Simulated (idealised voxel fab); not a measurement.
Presented below is a process module, voxel plated lines.
Cross-section cut spans 195 nm and uses square cells 5 nm in size.
Cross-section, as written here: a square-cell grid given band by band from the top down, where a band holds one or more rows of cells.
What a band's entry tells you: where the top is and where the bottom is, as heights in nm, and after that what lies inside, material by material from left to right, each with its width in nm. Empty space is written as the word "empty", and a single material marked with the word "throughout" occupies the band from edge to edge.
Height 0 is the level under which the wafer as received is all one material. The lowest band goes on downwards, as in "top 0, no bottom".
Note: "30->40" means the width goes from the first number (top row of the band) to the second number (bottom row) in equal steps per row of cells.
A step reported as "left unchanged" is a step in which no cell of the cross-section changed.
Empty spaces without an open route to the top, at least 8 cells in extent, make up the entry "Voids lacking openings"; each is given as width x height at distance, where the distance is measured from the left edge, and all are in nm.
Anything after a step's settings on that line? It's the simulator's own note about the step.
If you see "overlay nm" on a step's line and that step has a mask, it's telling you how far right of where it was planned the mask ended up; a negative number means it went left instead.

Steps in the process plan:
1 op RECEIVE | material Si
2 op CONFORMAL_DEP | material SiN | thk nm 10
3 op DIRECTIONAL_DEP | material TiN | thk nm 5
4 op PATTERN | tone open | mask id LINES | material resist | width nm 15 | pitch nm 35 | thk nm 35 | overlay nm 0
5 op EPI | material Ru | thk nm 10
6 op EPI | material Ru | thk nm 5
7 op EPI | material Ru | thk nm 10
8 op STRIP | etch materials resist
9 op DIRECTIONAL_ETCH | etch materials TiN | depth nm 5
10 op CONFORMAL_DEP | material SiCN | thk nm 5

First of the two wafers, run per plan:

As-received wafer cross-section (after step 1):
- top 0, no bottom: Si throughout
- Voids lacking openings: none

After step 2: wafer cross-section:
- top 10, bottom 0: SiN throughout
- Rest of section, below 0: as before.

After step 3: wafer cross-section:
- top 15, bottom 10: TiN throughout
- Rest of section, below 10: as before.

After step 4: wafer cross-section:
- top 50, bottom 15: 70 nm resist / 15 nm empty / 20 nm resist / 15 nm empty / 75 nm resist
- Rest of section, below 15: as before.

After step 5: wafer cross-section:
- top 50, bottom 25: 70 nm resist / 15 nm empty / 20 nm resist / 15 nm empty / 75 nm resist
- top 25, bottom 15: 70 nm resist / 15 nm Ru / 20 nm resist / 15 nm Ru / 75 nm resist
- Rest of section, below 15: as before.

After step 6: wafer cross-section:
- top 50, bottom 30: 70 nm resist / 15 nm empty / 20 nm resist / 15 nm empty / 75 nm resist
- top 30, bottom 15: 70 nm resist / 15 nm Ru / 20 nm resist / 15 nm Ru / 75 nm resist
- Rest of section, below 15: as before.

After step 7: wafer cross-section:
- top 50, bottom 40: 70 nm resist / 15 nm empty / 20 nm resist / 15 nm empty / 75 nm resist
- top 40, bottom 15: 70 nm resist / 15 nm Ru / 20 nm resist / 15 nm Ru / 75 nm resist
- Rest of section, below 15: as before.

After step 8: wafer cross-section:
- top 40, bottom 15: 70 nm empty / 15 nm Ru / 20 nm empty / 15 nm Ru / 75 nm empty
- Rest of section, below 15: as before.

After step 9: wafer cross-section:
- top 40, bottom 15: 70 nm empty / 15 nm Ru / 20 nm empty / 15 nm Ru / 75 nm empty
- top 15, bottom 10: 70 nm empty / 15 nm TiN / 20 nm empty / 15 nm TiN / 75 nm empty
- Rest of section, below 10: as before.

After step 10: wafer cross-section:
- top 45, bottom 40: 65 nm empty / 25 nm SiCN / 10 nm empty / 25 nm SiCN / 70 nm empty
- top 40, bottom 15: 65 nm empty / 5 nm SiCN / 15 nm Ru / 5 nm SiCN / 10 nm empty / 5 nm SiCN / 15 nm Ru / 5 nm SiCN / 70 nm empty
- top 15, bottom 10: 70 nm SiCN / 15 nm TiN / 20 nm SiCN / 15 nm TiN / 75 nm SiCN
- Rest of section, below 10: as before.

Wafer two. Identical start, identical plan. One mistake in execution. Identical history through step 3:

Second wafer shown in cross-section at the time step 4 was slated to end:
- top 50, bottom 15: 65 nm resist / 15 nm empty / 20 nm resist / 15 nm empty / 80 nm resist
- Rest of section, below 15: as before.

Second wafer shown in cross-section at the time step 5 was slated to end:
- top 50, bottom 25: 65 nm resist / 15 nm empty / 20 nm resist / 15 nm empty / 80 nm resist
- top 25, bottom 15: 65 nm resist / 15 nm Ru / 20 nm resist / 15 nm Ru / 80 nm resist
- Rest of section, below 15: as before.

Second wafer shown in cross-section at the time step 6 was slated to end:
- top 50, bottom 30: 65 nm resist / 15 nm empty / 20 nm resist / 15 nm empty / 80 nm resist
- top 30, bottom 15: 65 nm resist / 15 nm Ru / 20 nm resist / 15 nm Ru / 80 nm resist
- Rest of section, below 15: as before.

Second wafer shown in cross-section at the time step 7 was slated to end:
- top 50, bottom 40: 65 nm resist / 15 nm empty / 20 nm resist / 15 nm empty / 80 nm resist
- top 40, bottom 15: 65 nm resist / 15 nm Ru / 20 nm resist / 15 nm Ru / 80 nm resist
- Rest of section, below 15: as before.

Second wafer shown in cross-section at the time step 8 was slated to end:
- top 40, bottom 15: 65 nm empty / 15 nm Ru / 20 nm empty / 15 nm Ru / 80 nm empty
- Rest of section, below 15: as before.

Second wafer shown in cross-section at the time step 9 was slated to end:
- top 40, bottom 15: 65 nm empty / 15 nm Ru / 20 nm empty / 15 nm Ru / 80 nm empty
- top 15, bottom 10: 65 nm empty / 15 nm TiN / 20 nm empty / 15 nm TiN / 80 nm empty
- Rest of section, below 10: as before.

Second wafer shown in cross-section at the time step 10 was slated to end:
- top 45, bottom 40: 60 nm empty / 25 nm SiCN / 10 nm empty / 25 nm SiCN / 75 nm empty
- top 40, bottom 15: 60 nm empty / 5 nm SiCN / 15 nm Ru / 5 nm SiCN / 10 nm empty / 5 nm SiCN / 15 nm Ru / 5 nm SiCN / 75 nm empty
- top 15, bottom 10: 65 nm SiCN / 15 nm TiN / 20 nm SiCN / 15 nm TiN / 80 nm SiCN
- Rest of section, below 10: as before.
So what did we get wrong on this run? step 4 was processed under conditions differing from the plan, specifically as op PATTERN | tone open | mask id LINES | material resist | width nm 15 | pitch nm 35 | thk nm 35 | overlay nm -5
Upon completion, the cell count for each material on the second wafer equals that on the first, whereas the spatial distribution of those cells differs.
